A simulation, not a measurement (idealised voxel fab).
Process module heading - voxel spacer lines
The figure presents cross-section cut, which has a width of 225 nm and is divided into square cells with an edge length of 5 nm.
When this document writes out a cross-section, it uses a grid of square cells and lists it as bands, beginning at the top and moving down, with a band standing for one or more rows of cells.
First you get the band's top height and its bottom height, in nm, and then the materials it's made of, left to right, with each width in nm. If you see a single material with "all across", that one covers the band edge to edge. "empty" is empty space.
Ref level 0: as-received wafer is one material below here. Bottom band extends down with no lower bound ("0..down").
Top row gets the first number, bottom row gets the second, and each row in between changes by the same step: that is how a band width like "30->40" works.
Step note "no alteration" = no cross-section cell changed.
"Enclosed void entries": sealed empty spaces, 8 cells or more, no open way to top, listed width x height at distance, with distance from the left edge and width, height and distance in nm.
It should be noted that, on the line of a given step, the content following the step's settings is a remark produced by the simulator itself with respect to that step.
For masked steps, "overlay nm" on the step line gives how far right of plan the mask actually lay; a minus sign means it lay to the left.

This section lists the process steps that were planned:
| 1 | RECEIVE | material Si |
| 2 | CONFORMAL_DEP | material SiO2 | thk nm 10 |
| 3 | DIRECTIONAL_DEP | material TiN | thk nm 10 |
| 4 | DIRECTIONAL_DEP | material polySi | thk nm 20 |
| 5 | PATTERN | tone cover | mask id MANDREL | material resist | width nm 20 | pitch nm 70 | thk nm 30 | overlay nm 0 |
| 6 | DIRECTIONAL_ETCH | etch materials polySi | depth nm 20 |
| 7 | STRIP | etch materials resist |
| 8 | CONFORMAL_DEP | material SiN | thk nm 15 |
| 9 | DIRECTIONAL_ETCH | etch materials SiN | depth nm 15 |
| 10 | STRIP | etch materials polySi |
| 11 | DIRECTIONAL_ETCH | etch materials TiN | depth nm 10 |
| 12 | STRIP | etch materials SiN |

First out of two wafers; run went to plan:

Delivered wafer in cross-section: state after step 1:
  0..down: Si all across
  Enclosed void entries: none

Cross-section: wafer state after step 2:
  10..0: SiO2 all across
  Below a height of 0, the structure has not been altered.

Cross-section: wafer state after step 3:
  20..10: TiN all across
  Below a height of 10, the structure has not been altered.

Cross-section: wafer state after step 4:
  40..20: polySi all across
  Below a height of 20, the structure has not been altered.

Cross-section: wafer state after step 5:
  70..40: 30 nm empty; 20 nm resist; 50 nm empty; 20 nm resist; 50 nm empty; 20 nm resist; 35 nm empty
  Below a height of 40, the structure has not been altered.

Cross-section: wafer state after step 6:
  70..40: 30 nm empty; 20 nm resist; 50 nm empty; 20 nm resist; 50 nm empty; 20 nm resist; 35 nm empty
  40..20: 30 nm empty; 20 nm polySi; 50 nm empty; 20 nm polySi; 50 nm empty; 20 nm polySi; 35 nm empty
  Below a height of 20, the structure has not been altered.

Cross-section: wafer state after step 7:
  40..20: 30 nm empty; 20 nm polySi; 50 nm empty; 20 nm polySi; 50 nm empty; 20 nm polySi; 35 nm empty
  Below a height of 20, the structure has not been altered.

Cross-section: wafer state after step 8:
  55..40: 15 nm empty; 50 nm SiN; 20 nm empty; 50 nm SiN; 20 nm empty; 50 nm SiN; 20 nm empty
  40..35: 15 nm empty; 15 nm SiN; 20 nm polySi; 15 nm SiN; 20 nm empty; 15 nm SiN; 20 nm polySi; 15 nm SiN; 20 nm empty; 15 nm SiN; 20 nm polySi; 15 nm SiN; 20 nm empty
  35..20: 30 nm SiN; 20 nm polySi; 50 nm SiN; 20 nm polySi; 50 nm SiN; 20 nm polySi; 35 nm SiN
  Below a height of 20, the structure has not been altered.

Cross-section: wafer state after step 9:
  40..20: 15 nm empty; 15 nm SiN; 20 nm polySi; 15 nm SiN; 20 nm empty; 15 nm SiN; 20 nm polySi; 15 nm SiN; 20 nm empty; 15 nm SiN; 20 nm polySi; 15 nm SiN; 20 nm empty
  Below a height of 20, the structure has not been altered.

Cross-section: wafer state after step 10:
  40..20: 15 nm empty; 15 nm SiN; 20 nm empty; 15 nm SiN; 20 nm empty; 15 nm SiN; 20 nm empty; 15 nm SiN; 20 nm empty; 15 nm SiN; 20 nm empty; 15 nm SiN; 20 nm empty
  Below a height of 20, the structure has not been altered.

Cross-section: wafer state after step 11:
  40..20: 15 nm empty; 15 nm SiN; 20 nm empty; 15 nm SiN; 20 nm empty; 15 nm SiN; 20 nm empty; 15 nm SiN; 20 nm empty; 15 nm SiN; 20 nm empty; 15 nm SiN; 20 nm empty
  20..10: 15 nm empty; 15 nm TiN; 20 nm empty; 15 nm TiN; 20 nm empty; 15 nm TiN; 20 nm empty; 15 nm TiN; 20 nm empty; 15 nm TiN; 20 nm empty; 15 nm TiN; 20 nm empty
  Below a height of 10, the structure has not been altered.

Cross-section: wafer state after step 12:
  20..10: 15 nm empty; 15 nm TiN; 20 nm empty; 15 nm TiN; 20 nm empty; 15 nm TiN; 20 nm empty; 15 nm TiN; 20 nm empty; 15 nm TiN; 20 nm empty; 15 nm TiN; 20 nm empty
  Below a height of 10, the structure has not been altered.

Wafer two. Identical start, identical plan. One mistake in execution. Identical history through step 4:

Cross-sectional representation of the second wafer at the time designated in the plan for the completion of step 5:
  70..40: 20 nm empty; 20 nm resist; 50 nm empty; 20 nm resist; 50 nm empty; 20 nm resist; 45 nm empty
  Below a height of 40, the structure has not been altered.

Cross-sectional representation of the second wafer at the time designated in the plan for the completion of step 6:
  70..40: 20 nm empty; 20 nm resist; 50 nm empty; 20 nm resist; 50 nm empty; 20 nm resist; 45 nm empty
  40..20: 20 nm empty; 20 nm polySi; 50 nm empty; 20 nm polySi; 50 nm empty; 20 nm polySi; 45 nm empty
  Below a height of 20, the structure has not been altered.

Cross-sectional representation of the second wafer at the time designated in the plan for the completion of step 7:
  40..20: 20 nm empty; 20 nm polySi; 50 nm empty; 20 nm polySi; 50 nm empty; 20 nm polySi; 45 nm empty
  Below a height of 20, the structure has not been altered.

Cross-sectional representation of the second wafer at the time designated in the plan for the completion of step 8:
  55..40: 5 nm empty; 50 nm SiN; 20 nm empty; 50 nm SiN; 20 nm empty; 50 nm SiN; 30 nm empty
  40..35: 5 nm empty; 15 nm SiN; 20 nm polySi; 15 nm SiN; 20 nm empty; 15 nm SiN; 20 nm polySi; 15 nm SiN; 20 nm empty; 15 nm SiN; 20 nm polySi; 15 nm SiN; 30 nm empty
  35..20: 20 nm SiN; 20 nm polySi; 50 nm SiN; 20 nm polySi; 50 nm SiN; 20 nm polySi; 45 nm SiN
  Below a height of 20, the structure has not been altered.

Cross-sectional representation of the second wafer at the time designated in the plan for the completion of step 9:
  40..20: 5 nm empty; 15 nm SiN; 20 nm polySi; 15 nm SiN; 20 nm empty; 15 nm SiN; 20 nm polySi; 15 nm SiN; 20 nm empty; 15 nm SiN; 20 nm polySi; 15 nm SiN; 30 nm empty
  Below a height of 20, the structure has not been altered.

Cross-sectional representation of the second wafer at the time designated in the plan for the completion of step 10:
  40..20: 5 nm empty; 15 nm SiN; 20 nm empty; 15 nm SiN; 20 nm empty; 15 nm SiN; 20 nm empty; 15 nm SiN; 20 nm empty; 15 nm SiN; 20 nm empty; 15 nm SiN; 30 nm empty
  Below a height of 20, the structure has not been altered.

Cross-sectional representation of the second wafer at the time designated in the plan for the completion of step 11:
  40..20: 5 nm empty; 15 nm SiN; 20 nm empty; 15 nm SiN; 20 nm empty; 15 nm SiN; 20 nm empty; 15 nm SiN; 20 nm empty; 15 nm SiN; 20 nm empty; 15 nm SiN; 30 nm empty
  20..10: 5 nm empty; 15 nm TiN; 20 nm empty; 15 nm TiN; 20 nm empty; 15 nm TiN; 20 nm empty; 15 nm TiN; 20 nm empty; 15 nm TiN; 20 nm empty; 15 nm TiN; 30 nm empty
  Below a height of 10, the structure has not been altered.

Cross-sectional representation of the second wafer at the time designated in the plan for the completion of step 12:
  20..10: 5 nm empty; 15 nm TiN; 20 nm empty; 15 nm TiN; 20 nm empty; 15 nm TiN; 20 nm empty; 15 nm TiN; 20 nm empty; 15 nm TiN; 20 nm empty; 15 nm TiN; 30 nm empty
  Below a height of 10, the structure has not been altered.
Deviation from plan: so step 5 ended up running with a different setting than we planned, it ran as PATTERN | tone cover | mask id MANDREL | material resist | width nm 20 | pitch nm 70 | thk nm 30 | overlay nm -10
Cell counts per material: same on both final wafers. Positions: different.
